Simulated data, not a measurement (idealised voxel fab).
voxel self aligned contacts: a process module
Each square cell in cross-section cut measures 5 nm, and the section as a whole is 235 nm wide.
Throughout this document, each cross-section is represented as a grid of square cells and is presented as a sequence of bands enumerated from the top downward, where a band comprises one or more rows of cells. For a band, the entry starts with two heights in nm, that of the top and then that of the bottom, and carries on with the band's materials in order from left to right, each alongside its width in nm; the word "throughout" beside a single material means it fills the band edge to edge, and "empty" means empty space. Below 0: as-received wafer, all one material; heights counted from there. Lowest band: no bottom, goes on down, written "top 0, no bottom". The width entry "30 to 40" should be interpreted row by row: the top row of cells in the band takes the first number, the bottom row takes the second number, and the change between adjacent rows is uniform throughout. Any step labelled "stayed the same" changed none of the cells in the cross-section. "Closed cavities" means: voids of 8 cells or more that are shut off from the top with no open way through. Written width x height at distance, distance from the left edge, in nm. On each step's line, the part that comes after the settings is the simulator's own comment on the step. Among the settings permitted on a step's line is "overlay nm"; applied to a step with a mask, it specifies the extent to which the mask lay to the right of its planned position, whereas a negative figure signifies a position to the left.
-- Process steps foreseen in the plan
1: op RECEIVE | material Si
2: op CONFORMAL_DEP | material SiO2 | thk nm 5
3: op DIRECTIONAL_DEP | material polySi | thk nm 30
4: op DIRECTIONAL_DEP | material SiN | thk nm 15
5: op PATTERN | tone cover | mask id GATE | material resist | width nm 25 | pitch nm 50 | thk nm 20 | overlay nm 0
6: op DIRECTIONAL_ETCH | etch materials SiN | depth nm 15
7: op DIRECTIONAL_ETCH | etch materials polySi | depth nm 30
8: op STRIP | etch materials resist
9: op CONFORMAL_DEP | material SiN | thk nm 5
10: op DIRECTIONAL_ETCH | etch materials SiN | depth nm 5
11: op FILL_DEP | material SiO2 | thk nm 15
12: op CMP | height nm 60
13: op PATTERN | tone open | mask id CONTACT | material resist | width nm 35 | pitch nm 50 | thk nm 15 | overlay nm 0
14: op DIRECTIONAL_ETCH | etch materials SiO2 | depth nm 60
15: op STRIP | etch materials resist
16: op CONFORMAL_DEP | material TiN | thk nm 5
17: op FILL_DEP | material Ru | thk nm 10
18: op CMP | height nm 60
19: op CONFORMAL_DEP | material SiCN | thk nm 5
-- Here's what the wafer looked like in cross-section when it arrived - that's after step 1
	top 0, no bottom | Si throughout
	Closed cavities: none
-- End-of-module cross-section of the first of two wafers, processed as planned
	top 65, bottom 60 | SiCN throughout
	top 60, bottom 50 | SiO2 75 / TiN 5 to 15 / Ru 25 to 5 / TiN 5 to 15 / SiO2 15 / TiN 5 to 15 / Ru 25 to 5 / TiN 5 to 15 / SiO2 75
	top 50, bottom 35 | SiO2 50 / SiN 35 / TiN 5 / Ru 5 / TiN 5 / SiN 35 / TiN 5 / Ru 5 / TiN 5 / SiN 35 / SiO2 50
	top 35, bottom 5 | SiO2 50 / SiN 5 / polySi 25 / SiN 5 / TiN 5 / Ru 5 / TiN 5 / SiN 5 / polySi 25 / SiN 5 / TiN 5 / Ru 5 / TiN 5 / SiN 5 / polySi 25 / SiN 5 / SiO2 50
	top 5, bottom 0 | SiO2 85 / TiN 15 / SiO2 35 / TiN 15 / SiO2 85
	top 0, no bottom | Si throughout
	Closed cavities: none
-- The second wafer, shown in cross-section after the module: started the same way as the first and given the same plan, yet one mistake crept into how it was run
	top 65, bottom 60 | SiCN throughout
	top 60, bottom 50 | SiO2 75 / TiN 5 to 15 / Ru 25 to 5 / TiN 5 to 15 / SiO2 15 / TiN 5 to 15 / Ru 25 to 5 / TiN 5 to 15 / SiO2 75
	top 50, bottom 45 | SiO2 50 / SiN 35 / TiN 15 / SiN 35 / TiN 15 / SiN 35 / SiO2 50
	top 45, bottom 35 | SiN throughout
	top 35, bottom 5 | polySi throughout
	top 5, bottom 0 | SiO2 throughout
	top 0, no bottom | Si throughout
	Closed cavities: none
Against the plan, the run slipped here: step 6: run off-plan, actual operation and settings op DIRECTIONAL_ETCH | etch materials SiN | depth nm 5
Heads up, by the end the second wafer has more or fewer cells of some materials compared to the first: 18 fewer of Ru, 16 more of SiN, 154 fewer of SiO2, 36 fewer of TiN, 192 more of polySi
